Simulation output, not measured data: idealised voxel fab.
Process module in this document: voxel transistor to metal
Square cell edge 5 nm, section width 165 nm, ID cut.
A cross-section in this document is a grid of square cells, and it is written down as bands, the top band listed before the ones below it; a band is made up of one or more rows of cells. The entry gives the band's vertical extent as a top height and a bottom height in nm, then its horizontal make-up as materials from left to right, each with a width in nm. "air" stands for empty space; a single material marked "everywhere" fills the band edge to edge. All heights in this document are referenced to 0, defined as the level beneath which the wafer, as received, consists entirely of one material. The lowest band is not bounded below; it extends indefinitely downward and is written in the form "0 -> down". Width "30..40": first value at the band's top row of cells, second value at its bottom row, equal change from row to row. No cell of the cross-section changed in a step that is given as "changes: none". Under "Fully sealed voids" you'll find the enclosed gaps, the ones with no way out to the top, that are 8 cells or bigger; each reads width x height at distance, with distance counted from the left edge, everything in nm. On each step's line, the part that comes after the settings is the simulator's own comment on the step. "overlay nm", when on a step's line for a step with a mask, measures how far to the right of its planned place the mask lay; a negative measure means to the left.

# The steps planned for the process are as follows
1. RECEIVE, material Si
2. CONFORMAL_DEP, material SiO2, thk nm 5
3. CONFORMAL_DEP, material SiN, thk nm 15
4. MASKED_ETCH, tone cover, mask id ACTIVE, width nm 105, etch materials SiN, depth nm 15, overlay nm 0
5. MASKED_ETCH, tone cover, mask id ACTIVE, width nm 105, etch materials SiO2, depth nm 5, overlay nm 0
6. MASKED_ETCH, tone cover, mask id ACTIVE, width nm 105, etch materials Si, depth nm 25, overlay nm 0
7. FILL_DEP, material SiO2, thk nm 15
8. CMP, height nm 20
9. SELECTIVE_ETCH, etch materials SiO2, depth nm 10
10. STRIP, etch materials SiN
11. SELECTIVE_ETCH, etch materials SiO2, depth nm 5
12. OXIDIZE, depth nm 5
13. DIRECTIONAL_DEP, material polySi, thk nm 20
14. DIRECTIONAL_DEP, material SiCN, thk nm 15
15. DIRECTIONAL_DEP, material aC, thk nm 10
16. PATTERN, tone cover, mask id GATE, material resist, width nm 35, thk nm 25, overlay nm 0
17. DIRECTIONAL_ETCH, etch materials aC, depth nm 10
18. STRIP, etch materials resist
19. DIRECTIONAL_ETCH, etch materials SiCN, depth nm 25
20. DIRECTIONAL_ETCH, etch materials polySi, depth nm 30
21. STRIP, etch materials aC
22. CONFORMAL_DEP, material SiO2, thk nm 5
23. DIRECTIONAL_ETCH, etch materials SiO2, depth nm 5
24. CONFORMAL_DEP, material SiN, thk nm 10
25. DIRECTIONAL_ETCH, etch materials SiN, depth nm 10
26. DIRECTIONAL_ETCH, etch materials SiO2, depth nm 5
27. DIRECTIONAL_ETCH, etch materials Si, depth nm 5
28. EPI, material nSi, thk nm 10
29. FILL_DEP, material SiO2, thk nm 10
30. CMP, height nm 20
31. STRIP, etch materials polySi
32. SELECTIVE_ETCH, etch materials SiO2, depth nm 5
33. CONFORMAL_DEP, material HfO2, thk nm 5
34. CONFORMAL_DEP, material TiN, thk nm 5
35. FILL_DEP, material W, thk nm 10
36. CMP, height nm 15
37. DIRECTIONAL_DEP, material SiO2, thk nm 10
38. MASKED_ETCH, tone open, mask id CONTACT, width nm 15, pitch nm 80, etch materials SiO2, depth nm 20, overlay nm 0
39. CONFORMAL_DEP, material TiN, thk nm 5
40. FILL_DEP, material W, thk nm 5
41. CMP, height nm 25
42. CONFORMAL_DEP, material SiCN, thk nm 5
43. DIRECTIONAL_DEP, material SiO2, thk nm 20
44. DIRECTIONAL_DEP, material aC, thk nm 10
45. PATTERN, tone open, mask id METAL_1, material resist, width nm 15, pitch nm 80, thk nm 25, overlay nm 0
46. DIRECTIONAL_ETCH, etch materials aC, depth nm 10
47. STRIP, etch materials resist
48. DIRECTIONAL_ETCH, etch materials SiO2, depth nm 20
49. DIRECTIONAL_ETCH, etch materials SiCN, depth nm 5
50. STRIP, etch materials aC
51. CONFORMAL_DEP, material TiN, thk nm 5
52. FILL_DEP, material Cu, thk nm 10
53. CMP, height nm 50
54. CONFORMAL_DEP, material SiCN, thk nm 5
55. DIRECTIONAL_DEP, material lowk, thk nm 25
56. MASKED_ETCH, tone open, mask id METAL_2, width nm 15, pitch nm 80, etch materials lowk, depth nm 15, overlay nm 0
57. MASKED_ETCH, tone open, mask id METAL_2_HOLES, width nm 15, pitch nm 80, etch materials lowk, depth nm 10, overlay nm 0
58. MASKED_ETCH, tone open, mask id METAL_2_HOLES, width nm 15, pitch nm 80, etch materials SiCN, depth nm 5, overlay nm 0
59. CONFORMAL_DEP, material TiN, thk nm 5
60. FILL_DEP, material Ru, thk nm 5
61. CMP, height nm 80
62. CONFORMAL_DEP, material SiCN, thk nm 5

# First of two wafers, processed according to plan

# Cross-sectional view of the wafer in its as-received condition, corresponding to the state after step 1
* 0 -> down  Si everywhere
* Fully sealed voids: none

# After step 2: wafer cross-section
* 5 -> 0  SiO2 everywhere
* No changes below 0.

# After step 3: wafer cross-section
* 20 -> 5  SiN everywhere
* No changes below 5.

# After step 4: wafer cross-section
* 20 -> 5  30 air  105 SiN  30 air
* No changes below 5.

# After step 5: wafer cross-section
* 20 -> 5  30 air  105 SiN  30 air
* 5 -> 0  30 air  105 SiO2  30 air
* No changes below 0.

# After step 6: wafer cross-section
* 20 -> 5  30 air  105 SiN  30 air
* 5 -> 0  30 air  105 SiO2  30 air
* 0 -> -25  30 air  105 Si  30 air
* No changes below -25.

# After step 7: wafer cross-section
* 35 -> 20  SiO2 everywhere
* 20 -> 5  30 SiO2  105 SiN  30 SiO2
* 5 -> 0  SiO2 everywhere
* 0 -> -25  30 SiO2  105 Si  30 SiO2
* No changes below -25.

# After step 8: wafer cross-section
* 20 -> 5  30 SiO2  105 SiN  30 SiO2
* No changes below 5.

# After step 9: wafer cross-section
* 20 -> 10  30 air  105 SiN  30 air
* No changes below 10.

# After step 10: wafer cross-section
* 10 -> 5  30 SiO2  105 air  30 SiO2
* No changes below 5.

# After step 11: wafer cross-section
* 5 -> 0  25 SiO2  115 air  25 SiO2
* No changes below 0.

# After step 12: wafer cross-section
* 5 -> 0  25 SiO2  115 air  25 SiO2
* 0 -> -5  SiO2 everywhere
* No changes below -5.

# After step 13: wafer cross-section
* 25 -> 20  25 polySi  115 air  25 polySi
* 20 -> 5  polySi everywhere
* 5 -> 0  25 SiO2  115 polySi  25 SiO2
* No changes below 0.

# After step 14: wafer cross-section
* 40 -> 35  25 SiCN  115 air  25 SiCN
* 35 -> 25  SiCN everywhere
* 25 -> 20  25 polySi  115 SiCN  25 polySi
* No changes below 20.

# After step 15: wafer cross-section
* 50 -> 45  25 aC  115 air  25 aC
* 45 -> 40  aC everywhere
* 40 -> 35  25 SiCN  115 aC  25 SiCN
* No changes below 35.

# After step 16: wafer cross-section
* 75 -> 50  65 air  35 resist  65 air
* 50 -> 45  25 aC  40 air  35 resist  40 air  25 aC
* No changes below 45.

# After step 17: wafer cross-section
* 65 -> 45  65 air  35 resist  65 air
* 45 -> 40  65 air  35 aC  65 air
* 40 -> 35  25 SiCN  40 air  35 aC  40 air  25 SiCN
* No changes below 35.

# After step 18: wafer cross-section
* 45 -> 40  65 air  35 aC  65 air
* No changes below 40.

# After step 19: wafer cross-section
* 45 -> 35  65 air  35 aC  65 air
* 35 -> 25  65 air  35 SiCN  65 air
* 25 -> 20  25 polySi  40 air  35 SiCN  40 air  25 polySi
* No changes below 20.

# After step 20: wafer cross-section
* 45 -> 35  65 air  35 aC  65 air
* 35 -> 20  65 air  35 SiCN  65 air
* 20 -> 5  65 air  35 polySi  65 air
* 5 -> 0  25 SiO2  40 air  35 polySi  40 air  25 SiO2
* No changes below 0.

# After step 21: wafer cross-section
* 35 -> 20  65 air  35 SiCN  65 air
* No changes below 20.

# After step 22: wafer cross-section
* 40 -> 35  60 air  45 SiO2  60 air
* 35 -> 20  60 air  5 SiO2  35 SiCN  5 SiO2  60 air
* 20 -> 10  60 air  5 SiO2  35 polySi  5 SiO2  60 air
* 10 -> 5  30 SiO2  30 air  5 SiO2  35 polySi  5 SiO2  30 air  30 SiO2
* 5 -> 0  65 SiO2  35 polySi  65 SiO2
* No changes below 0.

# After step 23: wafer cross-section
* 35 -> 20  60 air  5 SiO2  35 SiCN  5 SiO2  60 air
* 20 -> 5  60 air  5 SiO2  35 polySi  5 SiO2  60 air
* 5 -> 0  30 SiO2  30 air  5 SiO2  35 polySi  5 SiO2  30 air  30 SiO2
* No changes below 0.

# After step 24: wafer cross-section
* 45 -> 35  50 air  65 SiN  50 air
* 35 -> 20  50 air  10 SiN  5 SiO2  35 SiCN  5 SiO2  10 SiN  50 air
* 20 -> 15  50 air  10 SiN  5 SiO2  35 polySi  5 SiO2  10 SiN  50 air
* 15 -> 10  40 SiN  10 air  10 SiN  5 SiO2  35 polySi  5 SiO2  10 SiN  10 air  40 SiN
* 10 -> 5  60 SiN  5 SiO2  35 polySi  5 SiO2  60 SiN
* 5 -> 0  30 SiO2  30 SiN  5 SiO2  35 polySi  5 SiO2  30 SiN  30 SiO2
* No changes below 0.

# After step 25: wafer cross-section
* 35 -> 20  50 air  10 SiN  5 SiO2  35 SiCN  5 SiO2  10 SiN  50 air
* 20 -> 5  50 air  10 SiN  5 SiO2  35 polySi  5 SiO2  10 SiN  50 air
* 5 -> 0  30 SiO2  10 SiN  10 air  10 SiN  5 SiO2  35 polySi  5 SiO2  10 SiN  10 air  10 SiN  30 SiO2
* No changes below 0.

# After step 26: wafer cross-section
* 35 -> 30  50 air  10 SiN  5 air  35 SiCN  5 air  10 SiN  50 air
* 30 -> 20  50 air  10 SiN  5 SiO2  35 SiCN  5 SiO2  10 SiN  50 air
* 20 -> 5  50 air  10 SiN  5 SiO2  35 polySi  5 SiO2  10 SiN  50 air
* 5 -> 0  30 air  10 SiN  10 air  10 SiN  5 SiO2  35 polySi  5 SiO2  10 SiN  10 air  10 SiN  30 air
* 0 -> -5  40 SiO2  10 air  65 SiO2  10 air  40 SiO2
* No changes below -5.

# After step 27: wafer cross-section
* 35 -> 30  50 air  10 SiN  5 air  35 SiCN  5 air  10 SiN  50 air
* 30 -> 20  50 air  10 SiN  5 SiO2  35 SiCN  5 SiO2  10 SiN  50 air
* 20 -> 5  50 air  10 SiN  5 SiO2  35 polySi  5 SiO2  10 SiN  50 air
* 5 -> 0  30 air  10 SiN  10 air  10 SiN  5 SiO2  35 polySi  5 SiO2  10 SiN  10 air  10 SiN  30 air
* 0 -> -5  40 SiO2  10 air  65 SiO2  10 air  40 SiO2
* -5 -> -10  30 SiO2  10 Si  10 air  65 Si  10 air  10 Si  30 SiO2
* No changes below -10.

# After step 28: wafer cross-section
* 35 -> 30  50 air  10 SiN  5 air  35 SiCN  5 air  10 SiN  50 air
* 30 -> 20  50 air  10 SiN  5 SiO2  35 SiCN  5 SiO2  10 SiN  50 air
* 20 -> 5  50 air  10 SiN  5 SiO2  35 polySi  5 SiO2  10 SiN  50 air
* 5 -> 0  30 air  10 SiN  10 nSi  10 SiN  5 SiO2  35 polySi  5 SiO2  10 SiN  10 nSi  10 SiN  30 air
* 0 -> -5  40 SiO2  10 nSi  65 SiO2  10 nSi  40 SiO2
* -5 -> -10  30 SiO2  10 Si  10 nSi  65 Si  10 nSi  10 Si  30 SiO2
* No changes below -10.

# After step 29: wafer cross-section
* 45 -> 35  SiO2 everywhere
* 35 -> 20  50 SiO2  10 SiN  5 SiO2  35 SiCN  5 SiO2  10 SiN  50 SiO2
* 20 -> 5  50 SiO2  10 SiN  5 SiO2  35 polySi  5 SiO2  10 SiN  50 SiO2
* 5 -> 0  30 SiO2  10 SiN  10 nSi  10 SiN  5 SiO2  35 polySi  5 SiO2  10 SiN  10 nSi  10 SiN  30 SiO2
* No changes below 0.

# After step 30: wafer cross-section
* 20 -> 5  50 SiO2  10 SiN  5 SiO2  35 polySi  5 SiO2  10 SiN  50 SiO2
* No changes below 5.

# After step 31: wafer cross-section
* 20 -> 5  50 SiO2  10 SiN  5 SiO2  35 air  5 SiO2  10 SiN  50 SiO2
* 5 -> 0  30 SiO2  10 SiN  10 nSi  10 SiN  5 SiO2  35 air  5 SiO2  10 SiN  10 nSi  10 SiN  30 SiO2
* No changes below 0.

# After step 32: wafer cross-section
* 20 -> 15  50 air  10 SiN  45 air  10 SiN  50 air
* 15 -> 5  50 SiO2  10 SiN  45 air  10 SiN  50 SiO2
* 5 -> 0  30 SiO2  10 SiN  10 nSi  10 SiN  45 air  10 SiN  10 nSi  10 SiN  30 SiO2
* 0 -> -5  40 SiO2  10 nSi  10 SiO2  45 air  10 SiO2  10 nSi  40 SiO2
* No changes below -5.

# After step 33: wafer cross-section
* 25 -> 20  45 air  20 HfO2  35 air  20 HfO2  45 air
* 20 -> 15  50 HfO2  10 SiN  5 HfO2  35 air  5 HfO2  10 SiN  50 HfO2
* 15 -> 5  50 SiO2  10 SiN  5 HfO2  35 air  5 HfO2  10 SiN  50 SiO2
* 5 -> 0  30 SiO2  10 SiN  10 nSi  10 SiN  5 HfO2  35 air  5 HfO2  10 SiN  10 nSi  10 SiN  30 SiO2
* 0 -> -5  40 SiO2  10 nSi  10 SiO2  45 HfO2  10 SiO2  10 nSi  40 SiO2
* No changes below -5.

# After step 34: wafer cross-section
* 30 -> 25  40 air  30 TiN  25 air  30 TiN  40 air
* 25 -> 20  45 TiN  20 HfO2  5 TiN  25 air  5 TiN  20 HfO2  45 TiN
* 20 -> 15  50 HfO2  10 SiN  5 HfO2  5 TiN  25 air  5 TiN  5 HfO2  10 SiN  50 HfO2
* 15 -> 5  50 SiO2  10 SiN  5 HfO2  5 TiN  25 air  5 TiN  5 HfO2  10 SiN  50 SiO2
* 5 -> 0  30 SiO2  10 SiN  10 nSi  10 SiN  5 HfO2  35 TiN  5 HfO2  10 SiN  10 nSi  10 SiN  30 SiO2
* No changes below 0.

# After step 35: wafer cross-section
* 40 -> 30  W everywhere
* 30 -> 25  40 W  30 TiN  25 W  30 TiN  40 W
* 25 -> 20  45 TiN  20 HfO2  5 TiN  25 W  5 TiN  20 HfO2  45 TiN
* 20 -> 15  50 HfO2  10 SiN  5 HfO2  5 TiN  25 W  5 TiN  5 HfO2  10 SiN  50 HfO2
* 15 -> 5  50 SiO2  10 SiN  5 HfO2  5 TiN  25 W  5 TiN  5 HfO2  10 SiN  50 SiO2
* No changes below 5.

# After step 36: wafer cross-section
* 15 -> 5  50 SiO2  10 SiN  5 HfO2  5 TiN  25 W  5 TiN  5 HfO2  10 SiN  50 SiO2
* No changes below 5.

# After step 37: wafer cross-section
* 25 -> 15  SiO2 everywhere
* No changes below 15.

# After step 38: wafer cross-section
* 25 -> 15  35 SiO2  15 air  65 SiO2  15 air  35 SiO2
* 15 -> 5  35 SiO2  15 air  10 SiN  5 HfO2  5 TiN  25 W  5 TiN  5 HfO2  10 SiN  15 air  35 SiO2
* No changes below 5.

# After step 39: wafer cross-section
* 30 -> 25  40 TiN  5 air  75 TiN  5 air  40 TiN
* 25 -> 15  35 SiO2  5 TiN  5 air  5 TiN  65 SiO2  5 TiN  5 air  5 TiN  35 SiO2
* 15 -> 10  35 SiO2  5 TiN  5 air  5 TiN  10 SiN  5 HfO2  5 TiN  25 W  5 TiN  5 HfO2  10 SiN  5 TiN  5 air  5 TiN  35 SiO2
* 10 -> 5  35 SiO2  15 TiN  10 SiN  5 HfO2  5 TiN  25 W  5 TiN  5 HfO2  10 SiN  15 TiN  35 SiO2
* No changes below 5.

# After step 40: wafer cross-section
* 35 -> 30  W everywhere
* 30 -> 25  40 TiN  5 W  75 TiN  5 W  40 TiN
* 25 -> 15  35 SiO2  5 TiN  5 W  5 TiN  65 SiO2  5 TiN  5 W  5 TiN  35 SiO2
* 15 -> 10  35 SiO2  5 TiN  5 W  5 TiN  10 SiN  5 HfO2  5 TiN  25 W  5 TiN  5 HfO2  10 SiN  5 TiN  5 W  5 TiN  35 SiO2
* No changes below 10.

# After step 41: wafer cross-section
* 25 -> 15  35 SiO2  5 TiN  5 W  5 TiN  65 SiO2  5 TiN  5 W  5 TiN  35 SiO2
* No changes below 15.

# After step 42: wafer cross-section
* 30 -> 25  SiCN everywhere
* No changes below 25.

# After step 43: wafer cross-section
* 50 -> 30  SiO2 everywhere
* No changes below 30.

# After step 44: wafer cross-section
* 60 -> 50  aC everywhere
* No changes below 50.

# After step 45: wafer cross-section
* 85 -> 60  35 resist  15 air  65 resist  15 air  35 resist
* No changes below 60.

# After step 46: wafer cross-section
* 75 -> 60  35 resist  15 air  65 resist  15 air  35 resist
* 60 -> 50  35 aC  15 air  65 aC  15 air  35 aC
* No changes below 50.

# After step 47: wafer cross-section
* 60 -> 50  35 aC  15 air  65 aC  15 air  35 aC
* No changes below 50.

# After step 48: wafer cross-section
* 60 -> 50  35 aC  15 air  65 aC  15 air  35 aC
* 50 -> 30  35 SiO2  15 air  65 SiO2  15 air  35 SiO2
* No changes below 30.

# After step 49: wafer cross-section
* 60 -> 50  35 aC  15 air  65 aC  15 air  35 aC
* 50 -> 30  35 SiO2  15 air  65 SiO2  15 air  35 SiO2
* 30 -> 25  35 SiCN  15 air  65 SiCN  15 air  35 SiCN
* No changes below 25.

# After step 50: wafer cross-section
* 50 -> 30  35 SiO2  15 air  65 SiO2  15 air  35 SiO2
* No changes below 30.

# After step 51: wafer cross-section
* 55 -> 50  40 TiN  5 air  75 TiN  5 air  40 TiN
* 50 -> 30  35 SiO2  5 TiN  5 air  5 TiN  65 SiO2  5 TiN  5 air  5 TiN  35 SiO2
* 30 -> 25  35 SiCN  15 TiN  65 SiCN  15 TiN  35 SiCN
* No changes below 25.

# After step 52: wafer cross-section
* 65 -> 55  Cu everywhere
* 55 -> 50  40 TiN  5 Cu  75 TiN  5 Cu  40 TiN
* 50 -> 30  35 SiO2  5 TiN  5 Cu  5 TiN  65 SiO2  5 TiN  5 Cu  5 TiN  35 SiO2
* No changes below 30.

# After step 53: wafer cross-section
* 50 -> 30  35 SiO2  5 TiN  5 Cu  5 TiN  65 SiO2  5 TiN  5 Cu  5 TiN  35 SiO2
* No changes below 30.

# After step 54: wafer cross-section
* 55 -> 50  SiCN everywhere
* No changes below 50.

# After step 55: wafer cross-section
* 80 -> 55  lowk everywhere
* No changes below 55.

# After step 56: wafer cross-section
* 80 -> 65  35 lowk  15 air  65 lowk  15 air  35 lowk
* No changes below 65.

# After step 57: wafer cross-section
* 80 -> 55  35 lowk  15 air  65 lowk  15 air  35 lowk
* No changes below 55.

# After step 58: wafer cross-section
* 80 -> 55  35 lowk  15 air  65 lowk  15 air  35 lowk
* 55 -> 50  35 SiCN  15 air  65 SiCN  15 air  35 SiCN
* No changes below 50.

# After step 59: wafer cross-section
* 85 -> 80  40 TiN  5 air  75 TiN  5 air  40 TiN
* 80 -> 55  35 lowk  5 TiN  5 air  5 TiN  65 lowk  5 TiN  5 air  5 TiN  35 lowk
* 55 -> 50  35 SiCN  15 TiN  65 SiCN  15 TiN  35 SiCN
* No changes below 50.

# After step 60: wafer cross-section
* 90 -> 85  Ru everywhere
* 85 -> 80  40 TiN  5 Ru  75 TiN  5 Ru  40 TiN
* 80 -> 55  35 lowk  5 TiN  5 Ru  5 TiN  65 lowk  5 TiN  5 Ru  5 TiN  35 lowk
* No changes below 55.

# After step 61: wafer cross-section
* 80 -> 55  35 lowk  5 TiN  5 Ru  5 TiN  65 lowk  5 TiN  5 Ru  5 TiN  35 lowk
* No changes below 55.

# After step 62: wafer cross-section
* 85 -> 80  SiCN everywhere
* No changes below 80.

# Second wafer. Start and plan as for the first. One mistake made in running. Agrees with the first up to and including step 32

# when step 33 should have ended
* 25 -> 20  45 air  20 TiN  35 air  20 TiN  45 air
* 20 -> 15  50 TiN  10 SiN  5 TiN  35 air  5 TiN  10 SiN  50 TiN
* 15 -> 5  50 SiO2  10 SiN  5 TiN  35 air  5 TiN  10 SiN  50 SiO2
* 5 -> 0  30 SiO2  10 SiN  10 nSi  10 SiN  5 TiN  35 air  5 TiN  10 SiN  10 nSi  10 SiN  30 SiO2
* 0 -> -5  40 SiO2  10 nSi  10 SiO2  45 TiN  10 SiO2  10 nSi  40 SiO2
* No changes below -5.

# when step 34 should have ended
* 30 -> 25  40 air  30 HfO2  25 air  30 HfO2  40 air
* 25 -> 20  45 HfO2  20 TiN  5 HfO2  25 air  5 HfO2  20 TiN  45 HfO2
* 20 -> 15  50 TiN  10 SiN  5 TiN  5 HfO2  25 air  5 HfO2  5 TiN  10 SiN  50 TiN
* 15 -> 5  50 SiO2  10 SiN  5 TiN  5 HfO2  25 air  5 HfO2  5 TiN  10 SiN  50 SiO2
* 5 -> 0  30 SiO2  10 SiN  10 nSi  10 SiN  5 TiN  35 HfO2  5 TiN  10 SiN  10 nSi  10 SiN  30 SiO2
* No changes below 0.

# when step 35 should have ended
* 40 -> 30  W everywhere
* 30 -> 25  40 W  30 HfO2  25 W  30 HfO2  40 W
* 25 -> 20  45 HfO2  20 TiN  5 HfO2  25 W  5 HfO2  20 TiN  45 HfO2
* 20 -> 15  50 TiN  10 SiN  5 TiN  5 HfO2  25 W  5 HfO2  5 TiN  10 SiN  50 TiN
* 15 -> 5  50 SiO2  10 SiN  5 TiN  5 HfO2  25 W  5 HfO2  5 TiN  10 SiN  50 SiO2
* No changes below 5.

# when step 36 should have ended
* 15 -> 5  50 SiO2  10 SiN  5 TiN  5 HfO2  25 W  5 HfO2  5 TiN  10 SiN  50 SiO2
* No changes below 5.

# when step 37 should have ended
* 25 -> 15  SiO2 everywhere
* No changes below 15.

# when step 38 should have ended
* 25 -> 15  35 SiO2  15 air  65 SiO2  15 air  35 SiO2
* 15 -> 5  35 SiO2  15 air  10 SiN  5 TiN  5 HfO2  25 W  5 HfO2  5 TiN  10 SiN  15 air  35 SiO2
* No changes below 5.

# when step 39 should have ended
* 30 -> 25  40 TiN  5 air  75 TiN  5 air  40 TiN
* 25 -> 15  35 SiO2  5 TiN  5 air  5 TiN  65 SiO2  5 TiN  5 air  5 TiN  35 SiO2
* 15 -> 10  35 SiO2  5 TiN  5 air  5 TiN  10 SiN  5 TiN  5 HfO2  25 W  5 HfO2  5 TiN  10 SiN  5 TiN  5 air  5 TiN  35 SiO2
* 10 -> 5  35 SiO2  15 TiN  10 SiN  5 TiN  5 HfO2  25 W  5 HfO2  5 TiN  10 SiN  15 TiN  35 SiO2
* No changes below 5.

# when step 40 should have ended
* 35 -> 30  W everywhere
* 30 -> 25  40 TiN  5 W  75 TiN  5 W  40 TiN
* 25 -> 15  35 SiO2  5 TiN  5 W  5 TiN  65 SiO2  5 TiN  5 W  5 TiN  35 SiO2
* 15 -> 10  35 SiO2  5 TiN  5 W  5 TiN  10 SiN  5 TiN  5 HfO2  25 W  5 HfO2  5 TiN  10 SiN  5 TiN  5 W  5 TiN  35 SiO2
* No changes below 10.

# when step 41 should have ended
* 25 -> 15  35 SiO2  5 TiN  5 W  5 TiN  65 SiO2  5 TiN  5 W  5 TiN  35 SiO2
* No changes below 15.

# when step 42 should have ended
* 30 -> 25  SiCN everywhere
* No changes below 25.

# when step 43 should have ended
* 50 -> 30  SiO2 everywhere
* No changes below 30.

# when step 44 should have ended
* 60 -> 50  aC everywhere
* No changes below 50.

# when step 45 should have ended
* 85 -> 60  35 resist  15 air  65 resist  15 air  35 resist
* No changes below 60.

# when step 46 should have ended
* 75 -> 60  35 resist  15 air  65 resist  15 air  35 resist
* 60 -> 50  35 aC  15 air  65 aC  15 air  35 aC
* No changes below 50.

# when step 47 should have ended
* 60 -> 50  35 aC  15 air  65 aC  15 air  35 aC
* No changes below 50.

# when step 48 should have ended
* 60 -> 50  35 aC  15 air  65 aC  15 air  35 aC
* 50 -> 30  35 SiO2  15 air  65 SiO2  15 air  35 SiO2
* No changes below 30.

# when step 49 should have ended
* 60 -> 50  35 aC  15 air  65 aC  15 air  35 aC
* 50 -> 30  35 SiO2  15 air  65 SiO2  15 air  35 SiO2
* 30 -> 25  35 SiCN  15 air  65 SiCN  15 air  35 SiCN
* No changes below 25.

# when step 50 should have ended
* 50 -> 30  35 SiO2  15 air  65 SiO2  15 air  35 SiO2
* No changes below 30.

# when step 51 should have ended
* 55 -> 50  40 TiN  5 air  75 TiN  5 air  40 TiN
* 50 -> 30  35 SiO2  5 TiN  5 air  5 TiN  65 SiO2  5 TiN  5 air  5 TiN  35 SiO2
* 30 -> 25  35 SiCN  15 TiN  65 SiCN  15 TiN  35 SiCN
* No changes below 25.

# when step 52 should have ended
* 65 -> 55  Cu everywhere
* 55 -> 50  40 TiN  5 Cu  75 TiN  5 Cu  40 TiN
* 50 -> 30  35 SiO2  5 TiN  5 Cu  5 TiN  65 SiO2  5 TiN  5 Cu  5 TiN  35 SiO2
* No changes below 30.

# when step 53 should have ended
* 50 -> 30  35 SiO2  5 TiN  5 Cu  5 TiN  65 SiO2  5 TiN  5 Cu  5 TiN  35 SiO2
* No changes below 30.

# when step 54 should have ended
* 55 -> 50  SiCN everywhere
* No changes below 50.

# when step 55 should have ended
* 80 -> 55  lowk everywhere
* No changes below 55.

# when step 56 should have ended
* 80 -> 65  35 lowk  15 air  65 lowk  15 air  35 lowk
* No changes below 65.

# when step 57 should have ended
* 80 -> 55  35 lowk  15 air  65 lowk  15 air  35 lowk
* No changes below 55.

# when step 58 should have ended
* 80 -> 55  35 lowk  15 air  65 lowk  15 air  35 lowk
* 55 -> 50  35 SiCN  15 air  65 SiCN  15 air  35 SiCN
* No changes below 50.

# when step 59 should have ended
* 85 -> 80  40 TiN  5 air  75 TiN  5 air  40 TiN
* 80 -> 55  35 lowk  5 TiN  5 air  5 TiN  65 lowk  5 TiN  5 air  5 TiN  35 lowk
* 55 -> 50  35 SiCN  15 TiN  65 SiCN  15 TiN  35 SiCN
* No changes below 50.

# when step 60 should have ended
* 90 -> 85  Ru everywhere
* 85 -> 80  40 TiN  5 Ru  75 TiN  5 Ru  40 TiN
* 80 -> 55  35 lowk  5 TiN  5 Ru  5 TiN  65 lowk  5 TiN  5 Ru  5 TiN  35 lowk
* No changes below 55.

# when step 61 should have ended
* 80 -> 55  35 lowk  5 TiN  5 Ru  5 TiN  65 lowk  5 TiN  5 Ru  5 TiN  35 lowk
* No changes below 55.

# when step 62 should have ended
* 85 -> 80  SiCN everywhere
* No changes below 80.
Want to know what went wrong? the executed order of steps 33 and 34 is the reverse of that specified in the plan, each step having taken the other's position
Cell-count delta at end, second wafer over first, by material: 4 fewer of HfO2, 4 more of TiN
